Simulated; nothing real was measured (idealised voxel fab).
Presented below is a process module, voxel capacitor over wiring.
Section cut is 205 nm wide and gridded with 5 nm square cells.
Square cells in a grid make up a cross-section in this document, and the grid is given as bands, listed from the top down, each one or more rows of cells.
In this notation a band is specified by the heights of its top and bottom, in that order and in nm, after which its materials appear from left to right, each paired with its width in nm. The word "all across" attached to a single material means that material fills the band from edge to edge; the word "blank" stands for empty space.
The reference from which all heights are counted is 0, the level beneath which the as-received wafer is entirely one material; the lowest band, having no lower bound, proceeds downward and is written after the example "0 nm and below".
Note: "30->40" means the width goes from the first number (top row of the band) to the second number (bottom row) in equal steps per row of cells.
No cell of the cross-section changed in a step that is given as "remained the same".
Voids not open to the top, 8 cells minimum: see "Completely enclosed voids". Written width x height at distance; distance is from the left edge; nm.
Past the settings on a step's line: simulator remark, on that step.
overlay nm, on a step with a mask: how far to the right of its planned place the mask lay; to the left if negative
Set out below are the planned steps of the process:
1,RECEIVE, material Si
2,CONFORMAL_DEP, material SiO2, thk nm 10
3,DIRECTIONAL_DEP, material TiN, thk nm 5
4,DIRECTIONAL_DEP, material W, thk nm 15
5,MASKED_ETCH, tone cover, mask id METAL_1, width nm 15, pitch nm 90, etch materials W, depth nm 15, overlay nm 0
6,MASKED_ETCH, tone cover, mask id METAL_1, width nm 25, pitch nm 90, etch materials TiN, depth nm 5, overlay nm 0
7,FILL_DEP, material lowk, thk nm 10
8,CMP, height nm 30
9,CONFORMAL_DEP, material SiCN, thk nm 5
10,DIRECTIONAL_DEP, material SiO2, thk nm 10
11,DIRECTIONAL_DEP, material aC, thk nm 15
12,PATTERN, tone open, mask id PLUG_1, material resist, width nm 15, thk nm 30, overlay nm 0
13,DIRECTIONAL_ETCH, etch materials aC, depth nm 15
14,STRIP, etch materials resist
15,DIRECTIONAL_ETCH, etch materials SiO2, depth nm 10
16,DIRECTIONAL_ETCH, etch materials SiCN, depth nm 5
17,STRIP, etch materials aC
18,EPI, material Ru, thk nm 10
19,EPI, material Ru, thk nm 5
20,DIRECTIONAL_DEP, material TiN, thk nm 10
21,DIRECTIONAL_DEP, material SiN, thk nm 5
22,DIRECTIONAL_DEP, material TiN, thk nm 5
23,PATTERN, tone cover, mask id UPPER_PLATE, material resist, width nm 70, thk nm 15, overlay nm 0
24,DIRECTIONAL_ETCH, etch materials TiN, depth nm 5
25,DIRECTIONAL_ETCH, etch materials SiN, depth nm 5
26,STRIP, etch materials resist
27,PATTERN, tone cover, mask id LOWER_PLATE, material resist, width nm 80, thk nm 15, overlay nm 0
28,DIRECTIONAL_ETCH, etch materials TiN, depth nm 10
29,STRIP, etch materials resist
30,FILL_DEP, material SiO2, thk nm 15
31,CMP, height nm 75
32,MASKED_ETCH, tone open, mask id PLUG_2, width nm 15, etch materials SiO2, depth nm 10, overlay nm 0
33,CONFORMAL_DEP, material TiN, thk nm 5
34,FILL_DEP, material Cu, thk nm 5
35,CMP, height nm 75
36,CONFORMAL_DEP, material SiN, thk nm 5
Where the wafers of this document differ is in the width nm of step 5; they start out the same, and the plan states the value that applied to the first wafer.
Cross-section of the first of several received wafers, showing its state after step 1:
* 0 nm and below = Si all across
* Completely enclosed voids: none
So in this table every wafer gets its own row, and what you see is where it stands at the end of the module: for each material, how many cells it picked up (+) or gave up (-) since we received it, and after that its closed voids:
width nm 15; +1 Cu; +9 Ru; +38 SiCN; +55 SiN; +338 SiO2; +61 TiN; +18 W; +136 lowk; Completely enclosed voids: none
width nm 20; +1 Cu; +9 Ru; +38 SiCN; +55 SiN; +338 SiO2; +61 TiN; +24 W; +130 lowk; Completely enclosed voids: none
width nm 25; +1 Cu; +9 Ru; +38 SiCN; +55 SiN; +338 SiO2; +61 TiN; +30 W; +124 lowk; Completely enclosed voids: none
width nm 30; +1 Cu; +9 Ru; +38 SiCN; +55 SiN; +338 SiO2; +63 TiN; +36 W; +116 lowk; Completely enclosed voids: none
width nm 35; +1 Cu; +9 Ru; +38 SiCN; +55 SiN; +338 SiO2; +65 TiN; +42 W; +108 lowk; Completely enclosed voids: none
width nm 40; +1 Cu; +9 Ru; +38 SiCN; +55 SiN; +338 SiO2; +67 TiN; +48 W; +100 lowk; Completely enclosed voids: none
